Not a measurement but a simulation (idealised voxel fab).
Module name: voxel wiring stack (process module)
Each square cell in cross-section cut measures 5 nm, and the section as a whole is 280 nm wide.
A cross-section is a grid of square cells, given in bands from the top down. A band is one or more rows of cells. Top, bottom (nm), then materials left to right with widths (nm); lone material tagged "full width" fills the whole band edge to edge; "blank" = empty space. The level at which height equals 0 is the one under which the wafer, as it arrives, is entirely one material. No lower edge exists for the bottom band, which continues downward and is notated as in "0 nm and below". So if you see something like "30->40" for the width, read it as the top row of the band sitting at the first number and the bottom row at the second, with every row in between moving by the same amount as the last. Any step labelled "no alteration" changed none of the cells in the cross-section. Reported under the label "Fully sealed cavities" are the empty spaces having no open way to the top and comprising 8 cells or more; the notation for each is width x height at distance, in which the distance is measured from the left edge and all three values are in nm. Step line, after settings: the simulator's comment on this step. A step's line can hold "overlay nm"; with a mask on that step, the setting says how far right of the planned place the mask lay, while a negative setting says it lay to the left.
## This section lists the process steps that were planned
1. RECEIVE | material Si
2. CONFORMAL_DEP | material SiO2 | thk nm 15
3. CONFORMAL_DEP | material SiN | thk nm 5
4. DIRECTIONAL_DEP | material lowk | thk nm 20
5. DIRECTIONAL_DEP | material aC | thk nm 10
6. PATTERN | tone open | mask id METAL_1 | material resist | width nm 25 | pitch nm 45 | thk nm 25 | overlay nm 0
7. DIRECTIONAL_ETCH | etch materials aC | depth nm 10
8. STRIP | etch materials resist
9. DIRECTIONAL_ETCH | etch materials lowk | depth nm 20
10. DIRECTIONAL_ETCH | etch materials SiN | depth nm 5
11. STRIP | etch materials aC
12. CONFORMAL_DEP | material TiN | thk nm 5
13. FILL_DEP | material Ru | thk nm 5
14. CMP | height nm 40
15. CONFORMAL_DEP | material SiCN | thk nm 5
16. DIRECTIONAL_DEP | material lowk | thk nm 10
17. MASKED_ETCH | tone open | mask id PLUG_1 | width nm 15 | pitch nm 45 | etch materials lowk | depth nm 10 | overlay nm 0
18. MASKED_ETCH | tone open | mask id PLUG_1 | width nm 15 | pitch nm 45 | etch materials SiCN | depth nm 5 | overlay nm 0
19. EPI | material Ru | thk nm 10
20. EPI | material Ru | thk nm 5
21. CONFORMAL_DEP | material SiN | thk nm 5
22. DIRECTIONAL_DEP | material SiO2 | thk nm 15
23. PATTERN | tone open | mask id METAL_2 | material resist | width nm 25 | pitch nm 45 | thk nm 20 | overlay nm 0
24. DIRECTIONAL_ETCH | etch materials SiO2 | depth nm 15
25. DIRECTIONAL_ETCH | etch materials SiN | depth nm 5
26. STRIP | etch materials resist
27. CONFORMAL_DEP | material TiN | thk nm 5
28. FILL_DEP | material Cu | thk nm 5
29. CMP | height nm 75
30. CONFORMAL_DEP | material SiN | thk nm 5
## Incoming wafer, cross-sectional view, post step 1
> 0 nm and below | Si full width
> Fully sealed cavities: none
## First of two wafers: cross-section at end of module, run per plan
> 80 nm to 75 nm | SiN full width
> 75 nm to 60 nm | SiO2 80 nm, then TiN 5 nm, then Cu 15 nm, then TiN 5 nm, then SiO2 20 nm, then TiN 5 nm, then Cu 15 nm, then TiN 5 nm, then SiO2 20 nm, then TiN 5 nm, then Cu 15 nm, then TiN 5 nm, then SiO2 85 nm
> 60 nm to 55 nm | SiN 80 nm, then TiN 25 nm, then SiN 20 nm, then TiN 25 nm, then SiN 20 nm, then TiN 25 nm, then SiN 85 nm
> 55 nm to 45 nm | lowk 80 nm, then Ru 15 nm, then lowk 30 nm, then Ru 15 nm, then lowk 30 nm, then Ru 15 nm, then lowk 95 nm
> 45 nm to 40 nm | SiCN 80 nm, then Ru 15 nm, then SiCN 30 nm, then Ru 15 nm, then SiCN 30 nm, then Ru 15 nm, then SiCN 95 nm
> 40 nm to 20 nm | lowk 80 nm, then TiN 5 nm, then Ru 15 nm, then TiN 5 nm, then lowk 20 nm, then TiN 5 nm, then Ru 15 nm, then TiN 5 nm, then lowk 20 nm, then TiN 5 nm, then Ru 15 nm, then TiN 5 nm, then lowk 85 nm
> 20 nm to 15 nm | SiN 80 nm, then TiN 25 nm, then SiN 20 nm, then TiN 25 nm, then SiN 20 nm, then TiN 25 nm, then SiN 85 nm
> 15 nm to 0 nm | SiO2 full width
> 0 nm and below | Si full width
> Fully sealed cavities: none
## second wafer at the end: like start, like plan, one mistake
> 80 nm to 75 nm | SiN full width
> 75 nm to 60 nm | SiO2 80 nm, then TiN 5 nm, then Cu 15 nm, then TiN 5 nm, then SiO2 20 nm, then TiN 5 nm, then Cu 15 nm, then TiN 5 nm, then SiO2 20 nm, then TiN 5 nm, then Cu 15 nm, then TiN 5 nm, then SiO2 85 nm
> 60 nm to 55 nm | SiN 80 nm, then TiN 25 nm, then SiN 20 nm, then TiN 25 nm, then SiN 20 nm, then TiN 25 nm, then SiN 85 nm
> 55 nm to 50 nm | SiCN 80 nm, then SiN 5 nm, then TiN 5 nm, then SiN 5 nm, then SiCN 30 nm, then SiN 5 nm, then TiN 5 nm, then SiN 5 nm, then SiCN 30 nm, then SiN 5 nm, then TiN 5 nm, then SiN 5 nm, then SiCN 95 nm
> 50 nm to 40 nm | lowk full width
> 40 nm to 20 nm | lowk 80 nm, then TiN 5 nm, then Ru 15 nm, then TiN 5 nm, then lowk 20 nm, then TiN 5 nm, then Ru 15 nm, then TiN 5 nm, then lowk 20 nm, then TiN 5 nm, then Ru 15 nm, then TiN 5 nm, then lowk 85 nm
> 20 nm to 15 nm | SiN 80 nm, then TiN 25 nm, then SiN 20 nm, then TiN 25 nm, then SiN 20 nm, then TiN 25 nm, then SiN 85 nm
> 15 nm to 0 nm | SiO2 full width
> 0 nm and below | Si full width
> Fully sealed cavities: none
What was done differently from what was planned? steps 15 and 16 run out of order (swapped)
Wafer comparison, final, in cells, second relative to first, materials more or fewer: 27 fewer of Ru; 6 more of SiN; 3 more of TiN; 18 more of lowk
